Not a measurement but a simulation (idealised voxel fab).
The process module presented herein is designated voxel wiring stack.
Section cut is 300 nm wide and gridded with 5 nm square cells.
For the purposes of this document, a cross-section shall be understood as a grid of square cells, specified as bands listed in top-to-bottom order, each band consisting of one or more rows of cells.
Look at the band entry: it leads with the top's height and the bottom's height in nm. Then it lists the materials left to right, with a width in nm for each. The word "throughout" on a single material says that material fills the band edge to edge. The word "air" is empty space.
Heights are measured from 0, the level below which the as-received wafer is all one material; the lowest band has no bottom and continues downward, written as in "0 down".
You'd read "30..40" like this: the band's top row of cells is as wide as the first number, its bottom row is as wide as the second, and going down, every row changes width by the same amount as the row before did.
Key: "remained the same" - step with no changed cell in the cross-section.
Entry "Closed internal voids" = empty spaces >= 8 cells with no open way to the top; each as width x height at distance, distance from left edge, all nm.
Formally, on a step line, whatever follows the settings is a remark that the simulator itself makes on the step.
overlay nm: on a step with a mask, how far right of its planned place the mask lay; negative means left.
PLANNED STEP LIST FOR THE PROCESS
1) op RECEIVE | material Si
2) op CONFORMAL_DEP | material SiO2 | thk nm 10
3) op DIRECTIONAL_DEP | material TiN | thk nm 5
4) op DIRECTIONAL_DEP | material W | thk nm 15
5) op PATTERN | tone cover | mask id METAL_1 | material resist | width nm 30 | pitch nm 50 | thk nm 20 | overlay nm 0
6) op DIRECTIONAL_ETCH | etch materials W | depth nm 15
7) op DIRECTIONAL_ETCH | etch materials TiN | depth nm 5
8) op STRIP | etch materials resist
9) op FILL_DEP | material lowk | thk nm 10
10) op CMP | height nm 30
11) op CONFORMAL_DEP | material SiCN | thk nm 5
12) op DIRECTIONAL_DEP | material lowk | thk nm 10
13) op PATTERN | tone open | mask id PLUG_1 | material resist | width nm 15 | pitch nm 50 | thk nm 20 | overlay nm 0
14) op DIRECTIONAL_ETCH | etch materials lowk | depth nm 10
15) op DIRECTIONAL_ETCH | etch materials SiCN | depth nm 5
16) op STRIP | etch materials resist
17) op EPI | material Ru | thk nm 10
18) op EPI | material Ru | thk nm 5
19) op CONFORMAL_DEP | material SiCN | thk nm 5
20) op DIRECTIONAL_DEP | material SiO2 | thk nm 15
21) op DIRECTIONAL_DEP | material aC | thk nm 10
22) op PATTERN | tone open | mask id METAL_2 | material resist | width nm 30 | pitch nm 50 | thk nm 30 | overlay nm 0
23) op DIRECTIONAL_ETCH | etch materials aC | depth nm 10
24) op STRIP | etch materials resist
25) op DIRECTIONAL_ETCH | etch materials SiO2 | depth nm 15
26) op DIRECTIONAL_ETCH | etch materials SiCN | depth nm 5
27) op STRIP | etch materials aC
28) op CONFORMAL_DEP | material TiN | thk nm 5
29) op FILL_DEP | material Ru | thk nm 10
30) op CMP | height nm 65
31) op EPI | material Ru | thk nm 5
32) op FILL_DEP | material SiCN | thk nm 5
Wafers differ in thk nm at step 11; plan lists the first wafer's value; identical starting state.
CROSS-SECTION: THE FIRST OF SEVERAL WAFERS IN ITS AS-RECEIVED STATE, I.E. FOLLOWING STEP 1
  0 down: Si throughout
  Closed internal voids: none
ONCE STEP 32, THE LAST STEP, IS COMPLETE, THE MODULE IS AT ITS END; THIS IS THE CROSS-SECTION OF THE FIRST OF SEVERAL WAFERS
  75 to 70: SiCN throughout
  70 to 65: 80 of SiCN; 40 of Ru; 10 of SiCN; 40 of Ru; 10 of SiCN; 40 of Ru; 80 of SiCN
  65 to 50: 85 of SiO2; 5 of TiN; 20 of Ru; 5 of TiN; 20 of SiO2; 5 of TiN; 20 of Ru; 5 of TiN; 20 of SiO2; 5 of TiN; 20 of Ru; 5 of TiN; 85 of SiO2
  50 to 45: 85 of SiCN; 30 of TiN; 20 of SiCN; 30 of TiN; 20 of SiCN; 30 of TiN; 85 of SiCN
  45 to 35: 85 of lowk; 15 of Ru; 35 of lowk; 15 of Ru; 35 of lowk; 15 of Ru; 100 of lowk
  35 to 30: 85 of SiCN; 15 of Ru; 35 of SiCN; 15 of Ru; 35 of SiCN; 15 of Ru; 100 of SiCN
  30 to 15: 85 of lowk; 30 of W; 20 of lowk; 30 of W; 20 of lowk; 30 of W; 85 of lowk
  15 to 10: 85 of lowk; 30 of TiN; 20 of lowk; 30 of TiN; 20 of lowk; 30 of TiN; 85 of lowk
  10 to 0: SiO2 throughout
  0 down: Si throughout
  Closed internal voids: none
LAST WAFER AT THE END
  75 to 70: SiCN throughout
  70 to 65: 80 of SiCN; 40 of Ru; 10 of SiCN; 40 of Ru; 10 of SiCN; 40 of Ru; 80 of SiCN
  65 to 60: 85 of SiCN; 30 of TiN; 20 of SiCN; 30 of TiN; 20 of SiCN; 30 of TiN; 85 of SiCN
  60 to 50: 85 of lowk; 5 of SiCN; 5 of TiN; 5 of SiCN; 35 of lowk; 5 of SiCN; 5 of TiN; 5 of SiCN; 35 of lowk; 5 of SiCN; 5 of TiN; 5 of SiCN; 100 of lowk
  50 to 45: 90 of SiCN; 5 of TiN; 45 of SiCN; 5 of TiN; 45 of SiCN; 5 of TiN; 105 of SiCN
  45 to 30: SiCN throughout
  30 to 15: 85 of lowk; 30 of W; 20 of lowk; 30 of W; 20 of lowk; 30 of W; 85 of lowk
  15 to 10: 85 of lowk; 30 of TiN; 20 of lowk; 30 of TiN; 20 of lowk; 30 of TiN; 85 of lowk
  10 to 0: SiO2 throughout
  0 down: Si throughout
  Closed internal voids: none
PER WAFER, END OF MODULE: CELLS GAINED (+) OR LOST (-) PER MATERIAL SINCE RECEIPT, THEN CLOSED VOIDS
thk nm 5; +87 Ru; +189 SiCN; +246 SiO2; +54 TiN; +54 W; +270 lowk; Closed internal voids: none
thk nm 10; +48 Ru; +267 SiCN; +204 SiO2; +57 TiN; +54 W; +270 lowk; Closed internal voids: none
thk nm 15; +36 Ru; +327 SiCN; +162 SiO2; +51 TiN; +54 W; +270 lowk; Closed internal voids: none
thk nm 20; +24 Ru; +387 SiCN; +120 SiO2; +45 TiN; +54 W; +270 lowk; Closed internal voids: none
